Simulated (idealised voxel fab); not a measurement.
process module | voxel wiring stack
cross-section cut | 230 nm wide | cells 5 nm
A cross-section is a grid of square cells, given in bands from the top down. A band is one or more rows of cells.
Each band's line starts with the height of the band's top and of its bottom, in nm. Then come its materials from left to right, each with its width in nm. One material with "throughout" fills the band from edge to edge. "air" is empty space.
Height 0 is the level under which the wafer as received is all one material. The lowest band goes on downwards, as in "0 down".
A width such as "30 to 40" changes by the same amount from each row of cells to the next, from the band's top row to its bottom row.
"no change" after a step means that no cell of the cross-section changed.
closed voids: empty space of 8 cells or more with no open way to the top, each as width x height at its distance from the left edge, in nm
after a step's settings: what the simulator itself notes on the step
overlay nm, on a step with a mask: how far to the right of its planned place the mask lay; to the left if negative
plan
1 op RECEIVE | material Si
2 op CONFORMAL_DEP | material SiO2 | thk nm 10
3 op DIRECTIONAL_DEP | material TiN | thk nm 5
4 op DIRECTIONAL_DEP | material W | thk nm 15
5 op MASKED_ETCH | tone cover | mask id METAL_1 | width nm 30 | pitch nm 60 | etch materials W | depth nm 15 | overlay nm 0
6 op MASKED_ETCH | tone cover | mask id METAL_1 | width nm 30 | pitch nm 60 | etch materials TiN | depth nm 5 | overlay nm 0
7 op FILL_DEP | material SiO2 | thk nm 5
8 op CMP | height nm 30
9 op CONFORMAL_DEP | material SiCN | thk nm 5
10 op DIRECTIONAL_DEP | material SiO2 | thk nm 25
11 op DIRECTIONAL_DEP | material aC | thk nm 10
12 op PATTERN | tone open | mask id METAL_2_HOLES | material resist | width nm 15 | pitch nm 60 | thk nm 25 | overlay nm 0
13 op DIRECTIONAL_ETCH | etch materials aC | depth nm 10
14 op STRIP | etch materials resist
15 op DIRECTIONAL_ETCH | etch materials SiO2 | depth nm 25
16 op STRIP | etch materials aC
17 op PATTERN | tone open | mask id METAL_2 | material resist | width nm 30 | pitch nm 60 | thk nm 20 | overlay nm 0
18 op DIRECTIONAL_ETCH | etch materials SiO2 | depth nm 15
19 op DIRECTIONAL_ETCH | etch materials SiCN | depth nm 5
20 op STRIP | etch materials resist
21 op CONFORMAL_DEP | material TiN | thk nm 5
22 op FILL_DEP | material Cu | thk nm 5
23 op CMP | height nm 60
24 op CONFORMAL_DEP | material SiCN | thk nm 5
varied across the wafers: thk nm of step 21. The plan shows the first wafer's value. All wafers start alike
first wafer as received, after step 1
  0 down: Si throughout
  closed voids: none
each wafer at the end: cells of each material gained (+) or lost (-) since it was received, then its closed voids
thk nm 5 | +33 Cu | +83 SiCN | +362 SiO2 | +66 TiN | +54 W | closed voids: none
thk nm 10 | +6 Cu | +83 SiCN | +362 SiO2 | +93 TiN | +54 W | closed voids: none
thk nm 15 | +83 SiCN | +362 SiO2 | +99 TiN | +54 W | closed voids: none
thk nm 20 | +83 SiCN | +362 SiO2 | +99 TiN | +54 W | closed voids: none
